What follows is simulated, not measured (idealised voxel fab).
Process module heading - voxel capacitor over wiring
This is section cut - it's 210 nm across, gridded in 5 nm square cells.
How to read a cross-section here: the picture is a grid of square cells, written as bands going from the top down, and any band can span one or more rows of cells. Heights first: top, then bottom, in nm. Then materials, left to right, each with a width in nm. "full width" on a single material: fills the band edge to edge. "air": empty space. Where do heights start? At 0: under that level the wafer as delivered is made of one material only. And the lowest band has no floor; it just carries on downward, as in "z 0 and below". Width spec "30 to 40" -> top row of cells at first value, bottom row at second value, equal per-row change in between. "remained unchanged" -> step changed no cross-section cell. Entry "Unvented voids" = empty spaces >= 8 cells with no open way to the top; each as width x height at distance, distance from left edge, all nm. Step line, after settings: the simulator's comment on this step. The optional step-line setting "overlay nm" applies to steps with a mask and quantifies how far to the right of its planned location the mask lay, a negative value indicating leftward placement. Reading guide: pairs of cross-sections, before and after one process step; after view cut off at lowest changed band; step and settings listed under each pair. Pairs may stem from different runs of this module on the same starting wafer; continuity with the pair above only where the "Pre-step profile" entry states it.
**Pre-step profile**
    z 90 to 80  SiO2 70 nm / air 15 nm / SiO2 125 nm
    z 80 to 75  SiO2 75 nm / TiN 50 nm / SiO2 85 nm
    z 75 to 70  SiO2 75 nm / SiN 50 nm / SiO2 85 nm
    z 70 to 60  SiO2 55 nm / TiN 5 nm / SiO2 15 nm / TiN 55 nm / SiO2 80 nm
    z 60 to 55  lowk 60 nm / TiN 15 nm / lowk 135 nm
    z 55 to 50  lowk 60 nm / SiN 15 nm / lowk 135 nm
    z 50 to 45  lowk 60 nm / TiN 15 nm / lowk 135 nm
    z 45 to 40  SiCN 60 nm / TiN 15 nm / SiCN 135 nm
    z 40 to 35  lowk 45 nm / SiN 35 nm / lowk 50 nm / SiN 35 nm / lowk 45 nm
    z 35 to 20  lowk 45 nm / SiN 5 nm / W 25 nm / SiN 5 nm / lowk 50 nm / SiN 5 nm / W 25 nm / SiN 5 nm / lowk 45 nm
    z 20 to 15  SiN 50 nm / W 25 nm / SiN 60 nm / W 25 nm / SiN 50 nm
    z 15 to 0  SiO2 full width
    z 0 and below  Si full width
    Unvented voids: none
**Result of Step**
    z 95 to 90  TiN 75 nm / air 5 nm / TiN 130 nm
    z 90 to 85  SiO2 70 nm / TiN 5 nm / air 5 nm / TiN 5 nm / SiO2 125 nm
    z 85 to 75  SiO2 70 to 75 nm / TiN 15 to 50 nm / SiO2 125 to 85 nm
    Everything under 75 stays put, no change at all.
    Unvented voids: none
The process step separating the two cross-sections depicted above is as follows: CONFORMAL_DEP [material TiN] [thk nm 5]
Pre-step profile: unchanged from the after cross-section in the pair immediately above; refer to that figure.
**Result of Step**
    z 105 to 95  Ru full width
    z 95 to 90  TiN 75 nm / Ru 5 nm / TiN 130 nm
    z 90 to 85  SiO2 70 nm / TiN 5 nm / Ru 5 nm / TiN 5 nm / SiO2 125 nm
    Everything under 85 stays put, no change at all.
    Unvented voids: none
The process step separating the two cross-sections depicted above is as follows: FILL_DEP [material Ru] [thk nm 10]
Pre-step profile: unchanged from the after cross-section in the pair immediately above; refer to that figure.
**Result of Step**
    z 90 to 85  SiO2 70 nm / TiN 5 nm / Ru 5 nm / TiN 5 nm / SiO2 125 nm
    Everything under 85 stays put, no change at all.
    Unvented voids: none
The process step separating the two cross-sections depicted above is as follows: CMP [height nm 90]
Pre-step profile: unchanged from the after cross-section in the pair immediately above; refer to that figure.
**Result of Step**
    z 95 to 90  SiCN full width
    Everything under 90 stays put, no change at all.
    Unvented voids: none
The process step separating the two cross-sections depicted above is as follows: CONFORMAL_DEP [material SiCN] [thk nm 5]
**Pre-step profile**
    z 60 to 45  lowk full width
    z 45 to 40  SiCN full width
    z 40 to 20  lowk 45 nm / SiN 5 nm / W 25 nm / SiN 5 nm / lowk 50 nm / SiN 5 nm / W 25 nm / SiN 5 nm / lowk 45 nm
    z 20 to 15  SiN 50 nm / TiN 25 nm / SiN 60 nm / TiN 25 nm / SiN 50 nm
    z 15 to 0  SiO2 full width
    z 0 and below  Si full width
    Unvented voids: none
**Result of Step**
    z 75 to 45  lowk full width
    Everything under 45 stays put, no change at all.
    Unvented voids: none
The process step separating the two cross-sections depicted above is as follows: DIRECTIONAL_DEP [material lowk] [thk nm 15]
Pre-step profile: unchanged from the after cross-section in the pair immediately above; refer to that figure.
**Result of Step**
    z 90 to 75  aC full width
    Everything under 75 stays put, no change at all.
    Unvented voids: none
The process step separating the two cross-sections depicted above is as follows: DIRECTIONAL_DEP [material aC] [thk nm 15]
Pre-step profile: unchanged from the after cross-section in the pair immediately above; refer to that figure.
**Result of Step**
    z 120 to 90  resist 60 nm / air 15 nm / resist 135 nm
    Everything under 90 stays put, no change at all.
    Unvented voids: none
The process step separating the two cross-sections depicted above is as follows: PATTERN [tone open] [mask id PLUG_1] [material resist] [width nm 15] [thk nm 30] [overlay nm 0]
Pre-step profile: unchanged from the after cross-section in the pair immediately above; refer to that figure.
**Result of Step**
    z 105 to 90  resist 60 nm / air 15 nm / resist 135 nm
    z 90 to 75  aC 60 nm / air 15 nm / aC 135 nm
    Everything under 75 stays put, no change at all.
    Unvented voids: none
The process step separating the two cross-sections depicted above is as follows: DIRECTIONAL_ETCH [etch materials aC] [depth nm 15]
Pre-step profile: unchanged from the after cross-section in the pair immediately above; refer to that figure.
**Result of Step**
    z 90 to 75  aC 60 nm / air 15 nm / aC 135 nm
    Everything under 75 stays put, no change at all.
    Unvented voids: none
The process step separating the two cross-sections depicted above is as follows: STRIP [etch materials resist]
Pre-step profile: unchanged from the after cross-section in the pair immediately above; refer to that figure.
**Result of Step**
    z 90 to 75  aC 60 nm / air 15 nm / aC 135 nm
    z 75 to 60  lowk 60 nm / air 15 nm / lowk 135 nm
    Everything under 60 stays put, no change at all.
    Unvented voids: none
The process step separating the two cross-sections depicted above is as follows: DIRECTIONAL_ETCH [etch materials lowk] [depth nm 15]
Pre-step profile: unchanged from the after cross-section in the pair immediately above; refer to that figure.
**Result of Step**
    z 75 to 60  lowk 60 nm / air 15 nm / lowk 135 nm
    Everything under 60 stays put, no change at all.
    Unvented voids: none
The process step separating the two cross-sections depicted above is as follows: STRIP [etch materials aC]
Pre-step profile: unchanged from the after cross-section in the pair immediately above; refer to that figure.
**Result of Step**
    z 85 to 75  TiN 60 nm / air 15 nm / TiN 135 nm
    z 75 to 70  lowk 60 nm / air 15 nm / lowk 135 nm
    z 70 to 60  lowk 60 nm / TiN 15 nm / lowk 135 nm
    Everything under 60 stays put, no change at all.
    Unvented voids: none
The process step separating the two cross-sections depicted above is as follows: DIRECTIONAL_DEP [material TiN] [thk nm 10]
Pre-step profile: unchanged from the after cross-section in the pair immediately above; refer to that figure.
**Result of Step**
    z 90 to 85  SiN 60 nm / air 15 nm / SiN 135 nm
    z 85 to 75  TiN 60 nm / air 15 nm / TiN 135 nm
    z 75 to 70  lowk 60 nm / SiN 15 nm / lowk 135 nm
    Everything under 70 stays put, no change at all.
    Unvented voids: none
The process step separating the two cross-sections depicted above is as follows: DIRECTIONAL_DEP [material SiN] [thk nm 5]
Pre-step profile: unchanged from the after cross-section in the pair immediately above; refer to that figure.
**Result of Step**
    z 95 to 90  TiN 60 nm / air 15 nm / TiN 135 nm
    z 90 to 85  SiN 60 nm / air 15 nm / SiN 135 nm
    z 85 to 80  TiN 60 nm / air 15 nm / TiN 135 nm
    z 80 to 75  TiN full width
    Everything under 75 stays put, no change at all.
    Unvented voids: none
The process step separating the two cross-sections depicted above is as follows: DIRECTIONAL_DEP [material TiN] [thk nm 5]
Pre-step profile: unchanged from the after cross-section in the pair immediately above; refer to that figure.
**Result of Step**
    z 110 to 95  air 60 nm / resist 65 nm / air 85 nm
    z 95 to 90  TiN 60 nm / resist 15 nm / TiN 135 nm
    z 90 to 85  SiN 60 nm / resist 15 nm / SiN 135 nm
    z 85 to 80  TiN 60 nm / resist 15 nm / TiN 135 nm
    Everything under 80 stays put, no change at all.
    Unvented voids: none
The process step separating the two cross-sections depicted above is as follows: PATTERN [tone cover] [mask id UPPER_PLATE] [material resist] [width nm 65] [thk nm 15] [overlay nm 0]
Pre-step profile: unchanged from the after cross-section in the pair immediately above; refer to that figure.
**Result of Step**
    z 110 to 95  air 60 nm / resist 65 nm / air 85 nm
    z 95 to 90  air 60 nm / resist 15 nm / TiN 50 nm / air 85 nm
    Everything under 90 stays put, no change at all.
    Unvented voids: none
The process step separating the two cross-sections depicted above is as follows: DIRECTIONAL_ETCH [etch materials TiN] [depth nm 5]
Pre-step profile: unchanged from the after cross-section in the pair immediately above; refer to that figure.
**Result of Step**
    z 110 to 95  air 60 nm / resist 65 nm / air 85 nm
    z 95 to 90  air 60 nm / resist 15 nm / TiN 50 nm / air 85 nm
    z 90 to 85  air 60 nm / resist 15 nm / SiN 50 nm / air 85 nm
    Everything under 85 stays put, no change at all.
    Unvented voids: none
The process step separating the two cross-sections depicted above is as follows: DIRECTIONAL_ETCH [etch materials SiN] [depth nm 5]
Pre-step profile: unchanged from the after cross-section in the pair immediately above; refer to that figure.
**Result of Step**
    z 95 to 90  air 75 nm / TiN 50 nm / air 85 nm
    z 90 to 85  air 75 nm / SiN 50 nm / air 85 nm
    z 85 to 80  TiN 60 nm / air 15 nm / TiN 135 nm
    Everything under 80 stays put, no change at all.
    Unvented voids: none
The process step separating the two cross-sections depicted above is as follows: STRIP [etch materials resist]
Pre-step profile: unchanged from the after cross-section in the pair immediately above; refer to that figure.
**Result of Step**
    z 115 to 95  air 55 nm / resist 75 nm / air 80 nm
    z 95 to 90  air 55 nm / resist 20 nm / TiN 50 nm / resist 5 nm / air 80 nm
    z 90 to 85  air 55 nm / resist 20 nm / SiN 50 nm / resist 5 nm / air 80 nm
    z 85 to 80  TiN 60 nm / resist 15 nm / TiN 135 nm
    Everything under 80 stays put, no change at all.
    Unvented voids: none
The process step separating the two cross-sections depicted above is as follows: PATTERN [tone cover] [mask id LOWER_PLATE] [material resist] [width nm 75] [thk nm 20] [overlay nm 0]
Pre-step profile: unchanged from the after cross-section in the pair immediately above; refer to that figure.
**Result of Step**
    z 115 to 95  air 55 nm / resist 75 nm / air 80 nm
    z 95 to 90  air 55 nm / resist 20 nm / TiN 50 nm / resist 5 nm / air 80 nm
    z 90 to 85  air 55 nm / resist 20 nm / SiN 50 nm / resist 5 nm / air 80 nm
    z 85 to 80  air 55 nm / TiN 5 nm / resist 15 nm / TiN 55 nm / air 80 nm
    z 80 to 75  air 55 nm / TiN 75 nm / air 80 nm
    Everything under 75 stays put, no change at all.
    Unvented voids: none
The process step separating the two cross-sections depicted above is as follows: DIRECTIONAL_ETCH [etch materials TiN] [depth nm 10]
Pre-step profile: unchanged from the after cross-section in the pair immediately above; refer to that figure.
**Result of Step**
    z 95 to 90  air 75 nm / TiN 50 nm / air 85 nm
    z 90 to 85  air 75 nm / SiN 50 nm / air 85 nm
    z 85 to 80  air 55 nm / TiN 5 nm / air 15 nm / TiN 55 nm / air 80 nm
    Everything under 80 stays put, no change at all.
    Unvented voids: none
The process step separating the two cross-sections depicted above is as follows: STRIP [etch materials resist]
Pre-step profile: unchanged from the after cross-section in the pair immediately above; refer to that figure.
**Result of Step**
    z 110 to 95  SiO2 full width
    z 95 to 90  SiO2 75 nm / TiN 50 nm / SiO2 85 nm
    z 90 to 85  SiO2 75 nm / SiN 50 nm / SiO2 85 nm
    z 85 to 80  SiO2 55 nm / TiN 5 nm / SiO2 15 nm / TiN 55 nm / SiO2 80 nm
    z 80 to 75  SiO2 55 nm / TiN 75 nm / SiO2 80 nm
    Everything under 75 stays put, no change at all.
    Unvented voids: none
The process step separating the two cross-sections depicted above is as follows: FILL_DEP [material SiO2] [thk nm 15]
Pre-step profile: unchanged from the after cross-section in the pair immediately above; refer to that figure.
**Result of Step**
    z 90 to 85  SiO2 75 nm / SiN 50 nm / SiO2 85 nm
    Everything under 85 stays put, no change at all.
    Unvented voids: none
The process step separating the two cross-sections depicted above is as follows: CMP [height nm 90]
Pre-step profile: unchanged from the after cross-section in the pair immediately above; refer to that figure.
**Result of Step**
    z 100 to 90  aC full width
    Everything under 90 stays put, no change at all.
    Unvented voids: none
The process step separating the two cross-sections depicted above is as follows: DIRECTIONAL_DEP [material aC] [thk nm 10]
Pre-step profile: unchanged from the after cross-section in the pair immediately above; refer to that figure.
**Result of Step**
    z 130 to 100  resist 70 nm / air 15 nm / resist 125 nm
    Everything under 100 stays put, no change at all.
    Unvented voids: none
The process step separating the two cross-sections depicted above is as follows: PATTERN [tone open] [mask id PLUG_2] [material resist] [width nm 15] [thk nm 30] [overlay nm 0]
Pre-step profile: unchanged from the after cross-section in the pair immediately above; refer to that figure.
**Result of Step**
    z 120 to 100  resist 70 nm / air 15 nm / resist 125 nm
    z 100 to 90  aC 70 nm / air 15 nm / aC 125 nm
    Everything under 90 stays put, no change at all.
    Unvented voids: none
The process step separating the two cross-sections depicted above is as follows: DIRECTIONAL_ETCH [etch materials aC] [depth nm 10]
Pre-step profile: unchanged from the after cross-section in the pair immediately above; refer to that figure.
**Result of Step**
    z 100 to 90  aC 70 nm / air 15 nm / aC 125 nm
    Everything under 90 stays put, no change at all.
    Unvented voids: none
The process step separating the two cross-sections depicted above is as follows: STRIP [etch materials resist]
Pre-step profile: unchanged from the after cross-section in the pair immediately above; refer to that figure.
**Result of Step**
    z 100 to 90  aC 70 nm / air 15 nm / aC 125 nm
    z 90 to 85  SiO2 70 nm / air 5 nm / SiN 50 nm / SiO2 85 nm
    z 85 to 80  SiO2 55 nm / TiN 5 nm / SiO2 10 nm / air 5 nm / TiN 55 nm / SiO2 80 nm
    Everything under 80 stays put, no change at all.
    Unvented voids: none
The process step separating the two cross-sections depicted above is as follows: DIRECTIONAL_ETCH [etch materials SiO2] [depth nm 10]
Pre-step profile: unchanged from the after cross-section in the pair immediately above; refer to that figure.
**Result of Step**
    z 90 to 85  SiO2 70 nm / air 5 nm / SiN 50 nm / SiO2 85 nm
    Everything under 85 stays put, no change at all.
    Unvented voids: none
The process step separating the two cross-sections depicted above is as follows: STRIP [etch materials aC]
Pre-step profile: unchanged from the after cross-section in the pair immediately above; refer to that figure.
**Result of Step**
    z 95 to 90  TiN full width
    z 90 to 85  SiO2 70 nm / TiN 5 nm / SiN 50 nm / SiO2 85 nm
    z 85 to 80  SiO2 55 nm / TiN 5 nm / SiO2 10 nm / TiN 60 nm / SiO2 80 nm
    Everything under 80 stays put, no change at all.
    Unvented voids: none
The process step separating the two cross-sections depicted above is as follows: CONFORMAL_DEP [material TiN] [thk nm 5]
Pre-step profile: unchanged from the after cross-section in the pair immediately above; refer to that figure.
**Result of Step**
    z 105 to 95  Ru full width
    Everything under 95 stays put, no change at all.
    Unvented voids: none
The process step separating the two cross-sections depicted above is as follows: FILL_DEP [material Ru] [thk nm 10]
Pre-step profile: unchanged from the after cross-section in the pair immediately above; refer to that figure.
**Result of Step**
    z 90 to 85  SiO2 70 nm / TiN 5 nm / SiN 50 nm / SiO2 85 nm
    Everything under 85 stays put, no change at all.
    Unvented voids: none
The process step separating the two cross-sections depicted above is as follows: CMP [height nm 90]
Pre-step profile: unchanged from the after cross-section in the pair immediately above; refer to that figure.
**Result of Step**
    z 95 to 90  SiCN full width
    Everything under 90 stays put, no change at all.
    Unvented voids: none
The process step separating the two cross-sections depicted above is as follows: CONFORMAL_DEP [material SiCN] [thk nm 5]
**Pre-step profile**
    z 35 to 15  W full width
    z 15 to 0  SiO2 full width
    z 0 and below  Si full width
    Unvented voids: none
**Result of Step**
    z 40 to 35  TiN full width
    Everything under 35 stays put, no change at all.
    Unvented voids: none
The process step separating the two cross-sections depicted above is as follows: DIRECTIONAL_DEP [material TiN] [thk nm 5]
Pre-step profile: unchanged from the after cross-section in the pair immediately above; refer to that figure.
**Result of Step**
    z 55 to 40  air 50 nm / resist 25 nm / air 60 nm / resist 25 nm / air 50 nm
    Everything under 40 stays put, no change at all.
    Unvented voids: none
The process step separating the two cross-sections depicted above is as follows: PATTERN [tone cover] [mask id METAL_1] [material resist] [width nm 25] [pitch nm 85] [thk nm 15] [overlay nm 0]
Pre-step profile: unchanged from the after cross-section in the pair immediately above; refer to that figure.
**Result of Step**
    z 55 to 40  air 50 nm / resist 25 nm / air 60 nm / resist 25 nm / air 50 nm
    z 40 to 35  air 50 nm / TiN 25 nm / air 60 nm / TiN 25 nm / air 50 nm
    Everything under 35 stays put, no change at all.
    Unvented voids: none
The process step separating the two cross-sections depicted above is as follows: DIRECTIONAL_ETCH [etch materials TiN] [depth nm 5]
Pre-step profile: unchanged from the after cross-section in the pair immediately above; refer to that figure.
**Result of Step**
    z 40 to 35  air 50 nm / TiN 25 nm / air 60 nm / TiN 25 nm / air 50 nm
    Everything under 35 stays put, no change at all.
    Unvented voids: none
The process step separating the two cross-sections depicted above is as follows: STRIP [etch materials resist]
Pre-step profile: unchanged from the after cross-section in the pair immediately above; refer to that figure.
**Result of Step**
    z 45 to 40  air 45 nm / SiN 35 nm / air 50 nm / SiN 35 nm / air 45 nm
    z 40 to 35  SiN 50 nm / TiN 25 nm / SiN 60 nm / TiN 25 nm / SiN 50 nm
    Everything under 35 stays put, no change at all.
    Unvented voids: none
The process step separating the two cross-sections depicted above is as follows: CONFORMAL_DEP [material SiN] [thk nm 5]
Pre-step profile: unchanged from the after cross-section in the pair immediately above; refer to that figure.
**Result of Step**
    z 50 to 45  lowk full width
    z 45 to 40  lowk 45 nm / SiN 35 nm / lowk 50 nm / SiN 35 nm / lowk 45 nm
    Everything under 40 stays put, no change at all.
    Unvented voids: none
The process step separating the two cross-sections depicted above is as follows: FILL_DEP [material lowk] [thk nm 5]
Pre-step profile: unchanged from the after cross-section in the pair immediately above; refer to that figure.
**Result of Step**
    z 40 to 35  SiN 50 nm / TiN 25 nm / SiN 60 nm / TiN 25 nm / SiN 50 nm
    Everything under 35 stays put, no change at all.
    Unvented voids: none
The process step separating the two cross-sections depicted above is as follows: CMP [height nm 40]
Pre-step profile: unchanged from the after cross-section in the pair immediately above; refer to that figure.
**Result of Step**
    z 45 to 40  SiCN full width
    Everything under 40 stays put, no change at all.
    Unvented voids: none
The process step separating the two cross-sections depicted above is as follows: CONFORMAL_DEP [material SiCN] [thk nm 5]
Pre-step profile: unchanged from the after cross-section in the pair immediately above; refer to that figure.
**Result of Step**
    z 60 to 45  lowk full width
    Everything under 45 stays put, no change at all.
    Unvented voids: none
The process step separating the two cross-sections depicted above is as follows: DIRECTIONAL_DEP [material lowk] [thk nm 15]
Pre-step profile: unchanged from the after cross-section in the pair immediately above; refer to that figure.
**Result of Step**
    z 75 to 60  aC full width
    Everything under 60 stays put, no change at all.
    Unvented voids: none
The process step separating the two cross-sections depicted above is as follows: DIRECTIONAL_DEP [material aC] [thk nm 15]
Pre-step profile: unchanged from the after cross-section in the pair immediately above; refer to that figure.
**Result of Step**
    z 105 to 75  resist 60 nm / air 15 nm / resist 135 nm
    Everything under 75 stays put, no change at all.
    Unvented voids: none
The process step separating the two cross-sections depicted above is as follows: PATTERN [tone open] [mask id PLUG_1] [material resist] [width nm 15] [thk nm 30] [overlay nm 0]
Pre-step profile: unchanged from the after cross-section in the pair immediately above; refer to that figure.
**Result of Step**
    z 90 to 75  resist 60 nm / air 15 nm / resist 135 nm
    z 75 to 60  aC 60 nm / air 15 nm / aC 135 nm
    Everything under 60 stays put, no change at all.
    Unvented voids: none
The process step separating the two cross-sections depicted above is as follows: DIRECTIONAL_ETCH [etch materials aC] [depth nm 15]
Pre-step profile: unchanged from the after cross-section in the pair immediately above; refer to that figure.
**Result of Step**
    z 75 to 60  aC 60 nm / air 15 nm / aC 135 nm
    Everything under 60 stays put, no change at all.
    Unvented voids: none
The process step separating the two cross-sections depicted above is as follows: STRIP [etch materials resist]
Pre-step profile: unchanged from the after cross-section in the pair immediately above; refer to that figure.
**Result of Step**
    z 75 to 60  aC 60 nm / air 15 nm / aC 135 nm
    z 60 to 45  lowk 60 nm / air 15 nm / lowk 135 nm
    Everything under 45 stays put, no change at all.
    Unvented voids: none
The process step separating the two cross-sections depicted above is as follows: DIRECTIONAL_ETCH [etch materials lowk] [depth nm 15]
Pre-step profile: unchanged from the after cross-section in the pair immediately above; refer to that figure.
**Result of Step**
    z 75 to 60  aC 60 nm / air 15 nm / aC 135 nm
    z 60 to 45  lowk 60 nm / air 15 nm / lowk 135 nm
    z 45 to 40  SiCN 60 nm / air 15 nm / SiCN 135 nm
    Everything under 40 stays put, no change at all.
    Unvented voids: none
The process step separating the two cross-sections depicted above is as follows: DIRECTIONAL_ETCH [etch materials SiCN] [depth nm 5]
Pre-step profile: unchanged from the after cross-section in the pair immediately above; refer to that figure.
**Result of Step**
    z 60 to 45  lowk 60 nm / air 15 nm / lowk 135 nm
    Everything under 45 stays put, no change at all.
    Unvented voids: none
The process step separating the two cross-sections depicted above is as follows: STRIP [etch materials aC]
Pre-step profile: unchanged from the after cross-section in the pair immediately above; refer to that figure.
**Result of Step**
    z 60 to 50  lowk 60 nm / air 15 nm / lowk 135 nm
    z 50 to 45  lowk 60 nm / Ru 15 nm / lowk 135 nm
    z 45 to 40  SiCN 60 nm / Ru 15 nm / SiCN 135 nm
    Everything under 40 stays put, no change at all.
    Unvented voids: none
The process step separating the two cross-sections depicted above is as follows: EPI [material Ru] [thk nm 10]
Pre-step profile: unchanged from the after cross-section in the pair immediately above; refer to that figure.
**Result of Step**
    z 60 to 45  lowk 60 nm / Ru 15 nm / lowk 135 nm
    Everything under 45 stays put, no change at all.
    Unvented voids: none
The process step separating the two cross-sections depicted above is as follows: EPI [material Ru] [thk nm 10]
Pre-step profile: unchanged from the after cross-section in the pair immediately above; refer to that figure.
**Result of Step**
    z 70 to 60  TiN full width
    Everything under 60 stays put, no change at all.
    Unvented voids: none
The process step separating the two cross-sections depicted above is as follows: DIRECTIONAL_DEP [material TiN] [thk nm 10]
Pre-step profile: unchanged from the after cross-section in the pair immediately above; refer to that figure.
**Result of Step**
    z 75 to 70  SiN full width
    Everything under 70 stays put, no change at all.
    Unvented voids: none
The process step separating the two cross-sections depicted above is as follows: DIRECTIONAL_DEP [material SiN] [thk nm 5]
Pre-step profile: unchanged from the after cross-section in the pair immediately above; refer to that figure.
**Result of Step**
    z 80 to 75  TiN full width
    Everything under 75 stays put, no change at all.
    Unvented voids: none
The process step separating the two cross-sections depicted above is as follows: DIRECTIONAL_DEP [material TiN] [thk nm 5]
Pre-step profile: unchanged from the after cross-section in the pair immediately above; refer to that figure.
**Result of Step**
    z 95 to 80  air 60 nm / resist 65 nm / air 85 nm
    Everything under 80 stays put, no change at all.
    Unvented voids: none
The process step separating the two cross-sections depicted above is as follows: PATTERN [tone cover] [mask id UPPER_PLATE] [material resist] [width nm 65] [thk nm 15] [overlay nm 0]
Pre-step profile: unchanged from the after cross-section in the pair immediately above; refer to that figure.
**Result of Step**
    z 95 to 80  air 60 nm / resist 65 nm / air 85 nm
    z 80 to 75  air 60 nm / TiN 65 nm / air 85 nm
    Everything under 75 stays put, no change at all.
    Unvented voids: none
The process step separating the two cross-sections depicted above is as follows: DIRECTIONAL_ETCH [etch materials TiN] [depth nm 5]
Pre-step profile: unchanged from the after cross-section in the pair immediately above; refer to that figure.
**Result of Step**
    z 95 to 80  air 60 nm / resist 65 nm / air 85 nm
    z 80 to 75  air 60 nm / TiN 65 nm / air 85 nm
    z 75 to 70  air 60 nm / SiN 65 nm / air 85 nm
    Everything under 70 stays put, no change at all.
    Unvented voids: none
The process step separating the two cross-sections depicted above is as follows: DIRECTIONAL_ETCH [etch materials SiN] [depth nm 5]
Pre-step profile: unchanged from the after cross-section in the pair immediately above; refer to that figure.
**Result of Step**
    z 80 to 75  air 60 nm / TiN 65 nm / air 85 nm
    Everything under 75 stays put, no change at all.
    Unvented voids: none
The process step separating the two cross-sections depicted above is as follows: STRIP [etch materials resist]
Pre-step profile: unchanged from the after cross-section in the pair immediately above; refer to that figure.
**Result of Step**
    z 100 to 80  air 55 nm / resist 75 nm / air 80 nm
    z 80 to 75  air 55 nm / resist 5 nm / TiN 65 nm / resist 5 nm / air 80 nm
    z 75 to 70  air 55 nm / resist 5 nm / SiN 65 nm / resist 5 nm / air 80 nm
    Everything under 70 stays put, no change at all.
    Unvented voids: none
The process step separating the two cross-sections depicted above is as follows: PATTERN [tone cover] [mask id LOWER_PLATE] [material resist] [width nm 75] [thk nm 20] [overlay nm 0]
Pre-step profile: unchanged from the after cross-section in the pair immediately above; refer to that figure.
**Result of Step**
    z 100 to 80  air 55 nm / resist 75 nm / air 80 nm
    z 80 to 75  air 55 nm / resist 5 nm / TiN 65 nm / resist 5 nm / air 80 nm
    z 75 to 70  air 55 nm / resist 5 nm / SiN 65 nm / resist 5 nm / air 80 nm
    z 70 to 60  air 55 nm / TiN 75 nm / air 80 nm
    Everything under 60 stays put, no change at all.
    Unvented voids: none
The process step separating the two cross-sections depicted above is as follows: DIRECTIONAL_ETCH [etch materials TiN] [depth nm 10]
Pre-step profile: unchanged from the after cross-section in the pair immediately above; refer to that figure.
**Result of Step**
    z 80 to 75  air 60 nm / TiN 65 nm / air 85 nm
    z 75 to 70  air 60 nm / SiN 65 nm / air 85 nm
    Everything under 70 stays put, no change at all.
    Unvented voids: none
The process step separating the two cross-sections depicted above is as follows: STRIP [etch materials resist]
Pre-step profile: unchanged from the after cross-section in the pair immediately above; refer to that figure.
**Result of Step**
    z 95 to 80  SiO2 full width
    z 80 to 75  SiO2 60 nm / TiN 65 nm / SiO2 85 nm
    z 75 to 70  SiO2 60 nm / SiN 65 nm / SiO2 85 nm
    z 70 to 60  SiO2 55 nm / TiN 75 nm / SiO2 80 nm
    Everything under 60 stays put, no change at all.
    Unvented voids: none
The process step separating the two cross-sections depicted above is as follows: FILL_DEP [material SiO2] [thk nm 15]
Pre-step profile: unchanged from the after cross-section in the pair immediately above; refer to that figure.
**Result of Step**
    z 90 to 80  SiO2 full width
    Everything under 80 stays put, no change at all.
    Unvented voids: none
The process step separating the two cross-sections depicted above is as follows: CMP [height nm 90]
Pre-step profile: unchanged from the after cross-section in the pair immediately above; refer to that figure.
**Result of Step**
    z 100 to 90  aC full width
    Everything under 90 stays put, no change at all.
    Unvented voids: none
The process step separating the two cross-sections depicted above is as follows: DIRECTIONAL_DEP [material aC] [thk nm 10]
Pre-step profile: unchanged from the after cross-section in the pair immediately above; refer to that figure.
**Result of Step**
    z 130 to 100  resist 70 nm / air 15 nm / resist 125 nm
    Everything under 100 stays put, no change at all.
    Unvented voids: none
The process step separating the two cross-sections depicted above is as follows: PATTERN [tone open] [mask id PLUG_2] [material resist] [width nm 15] [thk nm 30] [overlay nm 0]
Pre-step profile: unchanged from the after cross-section in the pair immediately above; refer to that figure.
**Result of Step**
    z 120 to 100  resist 70 nm / air 15 nm / resist 125 nm
    z 100 to 90  aC 70 nm / air 15 nm / aC 125 nm
    Everything under 90 stays put, no change at all.
    Unvented voids: none
The process step separating the two cross-sections depicted above is as follows: DIRECTIONAL_ETCH [etch materials aC] [depth nm 10]
Pre-step profile: unchanged from the after cross-section in the pair immediately above; refer to that figure.
**Result of Step**
    z 100 to 90  aC 70 nm / air 15 nm / aC 125 nm
    Everything under 90 stays put, no change at all.
    Unvented voids: none
The process step separating the two cross-sections depicted above is as follows: STRIP [etch materials resist]
Pre-step profile: unchanged from the after cross-section in the pair immediately above; refer to that figure.
**Result of Step**
    z 100 to 90  aC 70 nm / air 15 nm / aC 125 nm
    z 90 to 80  SiO2 70 nm / air 15 nm / SiO2 125 nm
    Everything under 80 stays put, no change at all.
    Unvented voids: none
The process step separating the two cross-sections depicted above is as follows: DIRECTIONAL_ETCH [etch materials SiO2] [depth nm 10]
Pre-step profile: unchanged from the after cross-section in the pair immediately above; refer to that figure.
**Result of Step**
    z 90 to 80  SiO2 70 nm / air 15 nm / SiO2 125 nm
    Everything under 80 stays put, no change at all.
    Unvented voids: none
The process step separating the two cross-sections depicted above is as follows: STRIP [etch materials aC]
Pre-step profile: unchanged from the after cross-section in the pair immediately above; refer to that figure.
**Result of Step**
    z 95 to 90  TiN 75 nm / air 5 nm / TiN 130 nm
    z 90 to 85  SiO2 70 nm / TiN 5 nm / air 5 nm / TiN 5 nm / SiO2 125 nm
    z 85 to 75  SiO2 70 to 60 nm / TiN 15 to 65 nm / SiO2 125 to 85 nm
    Everything under 75 stays put, no change at all.
    Unvented voids: none
The process step separating the two cross-sections depicted above is as follows: CONFORMAL_DEP [material TiN] [thk nm 5]
Pre-step profile: unchanged from the after cross-section in the pair immediately above; refer to that figure.
**Result of Step**
    z 105 to 95  Ru full width
    z 95 to 90  TiN 75 nm / Ru 5 nm / TiN 130 nm
    z 90 to 85  SiO2 70 nm / TiN 5 nm / Ru 5 nm / TiN 5 nm / SiO2 125 nm
    Everything under 85 stays put, no change at all.
    Unvented voids: none
The process step separating the two cross-sections depicted above is as follows: FILL_DEP [material Ru] [thk nm 10]
Pre-step profile: unchanged from the after cross-section in the pair immediately above; refer to that figure.
**Result of Step**
    z 90 to 85  SiO2 70 nm / TiN 5 nm / Ru 5 nm / TiN 5 nm / SiO2 125 nm
    Everything under 85 stays put, no change at all.
    Unvented voids: none
The process step separating the two cross-sections depicted above is as follows: CMP [height nm 90]
Pre-step profile: unchanged from the after cross-section in the pair immediately above; refer to that figure.
**Result of Step**
    z 95 to 90  SiCN full width
    Everything under 90 stays put, no change at all.
    Unvented voids: none
The process step separating the two cross-sections depicted above is as follows: CONFORMAL_DEP [material SiCN] [thk nm 5]
**Pre-step profile**
    z 45 to 40  SiCN full width
    z 40 to 20  lowk 45 nm / SiN 5 nm / W 25 nm / SiN 5 nm / lowk 50 nm / SiN 5 nm / W 25 nm / SiN 5 nm / lowk 45 nm
    z 20 to 15  SiN 50 nm / TiN 25 nm / SiN 60 nm / TiN 25 nm / SiN 50 nm
    z 15 to 0  SiO2 full width
    z 0 and below  Si full width
    Unvented voids: none
**Result of Step**
    z 50 to 45  lowk full width
    Everything under 45 stays put, no change at all.
    Unvented voids: none
The process step separating the two cross-sections depicted above is as follows: DIRECTIONAL_DEP [material lowk] [thk nm 5]
Pre-step profile: unchanged from the after cross-section in the pair immediately above; refer to that figure.
**Result of Step**
    z 65 to 50  aC full width
    Everything under 50 stays put, no change at all.
    Unvented voids: none
The process step separating the two cross-sections depicted above is as follows: DIRECTIONAL_DEP [material aC] [thk nm 15]
